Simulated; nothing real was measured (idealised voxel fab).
Process module, titled voxel double patterning
Shown is cross-section cut, with a width of 190 nm and square cells of size 5 nm.
In this document a cross-section is written as a grid of square cells. It is given as a series of bands, listed from the top down, and a band is one or more rows of cells.
This entry defines a band. It first specifies the height of the band's top and the height of its bottom in nm, and then specifies the band's materials from left to right, stating each material with its width in nm. The word "edge to edge" identifies a single material that fills the band from edge to edge, while the word "air" identifies empty space.
We count height from 0. Below that, the starting wafer is all one material. The lowest band never ends at the bottom but goes on down; see "0 and below" for how that is written.
Graded width ("30 to 40"): value in top row of band = first number; value in bottom row = second number; row-to-row change constant.
"nothing was modified" after a step means that no cell of the cross-section changed.
So "Closed void list" is basically the list of trapped voids: any empty space of 8 cells or more that can't reach the top through an opening. They're written width x height at distance, the distance being from the left edge, and it's all nm.
Post-settings text on a step line: simulator's own remark regarding the step.
The line of a step may include "overlay nm". On a step with a mask, this value is how far to the right of its planned place the mask lay. A negative value means the mask lay to the left.
STEPS PLANNED FOR THE PROCESS
1 RECEIVE: material Si
2 CONFORMAL_DEP: material SiO2, thk nm 10
3 DIRECTIONAL_DEP: material polySi, thk nm 15
4 DIRECTIONAL_DEP: material SiN, thk nm 5
5 DIRECTIONAL_DEP: material aC, thk nm 10
6 PATTERN: tone open, mask id FIRST, material resist, width nm 15, pitch nm 50, thk nm 30, overlay nm 0
7 DIRECTIONAL_ETCH: etch materials aC, depth nm 10
8 STRIP: etch materials resist
9 DIRECTIONAL_ETCH: etch materials SiN, depth nm 5
10 STRIP: etch materials aC
11 MASKED_ETCH: tone open, mask id SECOND, width nm 15, pitch nm 50, etch materials SiN, depth nm 5, overlay nm 0
12 DIRECTIONAL_ETCH: etch materials polySi, depth nm 15
13 STRIP: etch materials SiN
AS-RECEIVED STATE OF THE WAFER IN CROSS-SECTION, EQUIVALENT TO POST-STEP 1
	0 and below | Si edge to edge
	Closed void list: none
RUN AS PLANNED - FIRST OF THE TWO WAFERS CROSS-SECTIONED AT THE END OF THE MODULE
	25 down to 10 | polySi=35 | air=15 | polySi=10 | air=15 | polySi=10 | air=15 | polySi=10 | air=15 | polySi=10 | air=15 | polySi=40
	10 down to 0 | SiO2 edge to edge
	0 and below | Si edge to edge
	Closed void list: none
THIS IS THE SECOND OF THE TWO WAFERS, CROSS-SECTIONED AT THE END OF THE MODULE; IT STARTED EXACTLY LIKE THE FIRST AND WAS GIVEN THE SAME PLAN, BUT IT WAS RUN WITH ONE MISTAKE
	15 down to 10 | polySi=35 | air=15 | polySi=10 | air=15 | polySi=10 | air=15 | polySi=10 | air=15 | polySi=10 | air=15 | polySi=40
	10 down to 0 | SiO2 edge to edge
	0 and below | Si edge to edge
	Closed void list: none
what went wrong: step 3 was not run as planned; what actually ran was DIRECTIONAL_DEP: material polySi, thk nm 5
Final comparison by cell count, materials where the second wafer has more or fewer than the first: polySi -46
